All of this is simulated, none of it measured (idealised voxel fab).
process module | voxel released beams
cross-section cut | 180 nm wide | cells 5 nm
A cross-section is a grid of square cells, given in bands from the top down. A band is one or more rows of cells.
Each band's line starts with the height of the band's top and of its bottom, in nm. Then come its materials from left to right, each with its width in nm. One material with "throughout" fills the band from edge to edge. "air" is empty space.
Height 0 is the level under which the wafer as received is all one material. The lowest band goes on downwards, as in "0 down".
A width such as "30 to 40" changes by the same amount from each row of cells to the next, from the band's top row to its bottom row.
"no change" after a step means that no cell of the cross-section changed.
closed voids: empty space of 8 cells or more with no open way to the top, each as width x height at its distance from the left edge, in nm
after a step's settings: what the simulator itself notes on the step
overlay nm, on a step with a mask: how far to the right of its planned place the mask lay; to the left if negative
plan
1 op RECEIVE | material Si
2 op CONFORMAL_DEP | material SiN | thk nm 10
3 op DIRECTIONAL_DEP | material SiO2 | thk nm 20
4 op PATTERN | tone open | mask id ANCHOR | material resist | width nm 35 | thk nm 15 | overlay nm 0
5 op DIRECTIONAL_ETCH | etch materials SiO2 | depth nm 20
6 op STRIP | etch materials resist
7 op CONFORMAL_DEP | material TiN | thk nm 15
8 op DIRECTIONAL_DEP | material aC | thk nm 15
9 op PATTERN | tone cover | mask id BEAM | material resist | width nm 100 | thk nm 30 | overlay nm 0
10 op DIRECTIONAL_ETCH | etch materials aC | depth nm 15
11 op STRIP | etch materials resist
12 op DIRECTIONAL_ETCH | etch materials TiN | depth nm 15
13 op STRIP | etch materials aC
14 op STRIP | etch materials SiO2
first wafer, as planned
as received, after step 1
  0 down: Si throughout
  closed voids: none
after step 2
  10 to 0: SiN throughout
  below 0: unchanged
after step 3
  30 to 10: SiO2 throughout
  below 10: unchanged
after step 4
  45 to 30: resist 40 | air 35 | resist 105
  below 30: unchanged
after step 5
  45 to 30: resist 40 | air 35 | resist 105
  30 to 10: SiO2 40 | air 35 | SiO2 105
  below 10: unchanged
after step 6
  30 to 10: SiO2 40 | air 35 | SiO2 105
  below 10: unchanged
after step 7
  45 to 30: TiN 55 | air 5 | TiN 120
  30 to 25: SiO2 40 | TiN 15 | air 5 | TiN 15 | SiO2 105
  25 to 10: SiO2 40 | TiN 35 | SiO2 105
  below 10: unchanged
after step 8
  60 to 45: aC 55 | air 5 | aC 120
  45 to 40: TiN 55 | air 5 | TiN 120
  40 to 30: TiN 55 | aC 5 | TiN 120
  30 to 25: SiO2 40 | TiN 15 | aC 5 | TiN 15 | SiO2 105
  below 25: unchanged
after step 9
  90 to 60: air 35 | resist 100 | air 45
  60 to 45: aC 55 | resist 5 | aC 120
  45 to 40: TiN 55 | resist 5 | TiN 120
  below 40: unchanged
after step 10
  75 to 60: air 35 | resist 100 | air 45
  60 to 45: air 35 | aC 20 | resist 5 | aC 75 | air 45
  below 45: unchanged
after step 11
  60 to 45: air 35 | aC 20 | air 5 | aC 75 | air 45
  45 to 40: TiN 55 | air 5 | TiN 120
  below 40: unchanged
after step 12
  60 to 45: air 35 | aC 20 | air 5 | aC 75 | air 45
  45 to 40: air 35 | TiN 20 | air 5 | TiN 75 | air 45
  40 to 30: air 35 | TiN 20 | aC 5 | TiN 75 | air 45
  below 30: unchanged
after step 13
  45 to 30: air 35 | TiN 20 | air 5 | TiN 75 | air 45
  30 to 25: SiO2 40 | TiN 15 | air 5 | TiN 15 | SiO2 105
  below 25: unchanged
after step 14
  45 to 30: air 35 | TiN 20 | air 5 | TiN 75 | air 45
  30 to 25: air 40 | TiN 15 | air 5 | TiN 15 | air 105
  25 to 10: air 40 | TiN 35 | air 105
  below 10: unchanged
second wafer: like start, like plan, one mistake. Through step 1 it matches the first wafer
when step 2 should have ended: no change
when step 3 should have ended
  20 to 0: SiO2 throughout
  below 0: unchanged
when step 4 should have ended
  35 to 20: resist 40 | air 35 | resist 105
  below 20: unchanged
when step 5 should have ended
  35 to 20: resist 40 | air 35 | resist 105
  20 to 0: SiO2 40 | air 35 | SiO2 105
  below 0: unchanged
when step 6 should have ended
  20 to 0: SiO2 40 | air 35 | SiO2 105
  below 0: unchanged
when step 7 should have ended
  35 to 20: TiN 55 | air 5 | TiN 120
  20 to 15: SiO2 40 | TiN 15 | air 5 | TiN 15 | SiO2 105
  15 to 0: SiO2 40 | TiN 35 | SiO2 105
  below 0: unchanged
when step 8 should have ended
  50 to 35: aC 55 | air 5 | aC 120
  35 to 30: TiN 55 | air 5 | TiN 120
  30 to 20: TiN 55 | aC 5 | TiN 120
  20 to 15: SiO2 40 | TiN 15 | aC 5 | TiN 15 | SiO2 105
  below 15: unchanged
when step 9 should have ended
  80 to 50: air 35 | resist 100 | air 45
  50 to 35: aC 55 | resist 5 | aC 120
  35 to 30: TiN 55 | resist 5 | TiN 120
  below 30: unchanged
when step 10 should have ended
  65 to 50: air 35 | resist 100 | air 45
  50 to 35: air 35 | aC 20 | resist 5 | aC 75 | air 45
  below 35: unchanged
when step 11 should have ended
  50 to 35: air 35 | aC 20 | air 5 | aC 75 | air 45
  35 to 30: TiN 55 | air 5 | TiN 120
  below 30: unchanged
when step 12 should have ended
  50 to 35: air 35 | aC 20 | air 5 | aC 75 | air 45
  35 to 30: air 35 | TiN 20 | air 5 | TiN 75 | air 45
  30 to 20: air 35 | TiN 20 | aC 5 | TiN 75 | air 45
  below 20: unchanged
when step 13 should have ended
  35 to 20: air 35 | TiN 20 | air 5 | TiN 75 | air 45
  20 to 15: SiO2 40 | TiN 15 | air 5 | TiN 15 | SiO2 105
  below 15: unchanged
when step 14 should have ended
  35 to 20: air 35 | TiN 20 | air 5 | TiN 75 | air 45
  20 to 15: air 40 | TiN 15 | air 5 | TiN 15 | air 105
  15 to 0: air 40 | TiN 35 | air 105
  below 0: unchanged
what went wrong: step 2 was left out
at the end the second wafer has, in cells: 72 fewer of SiN
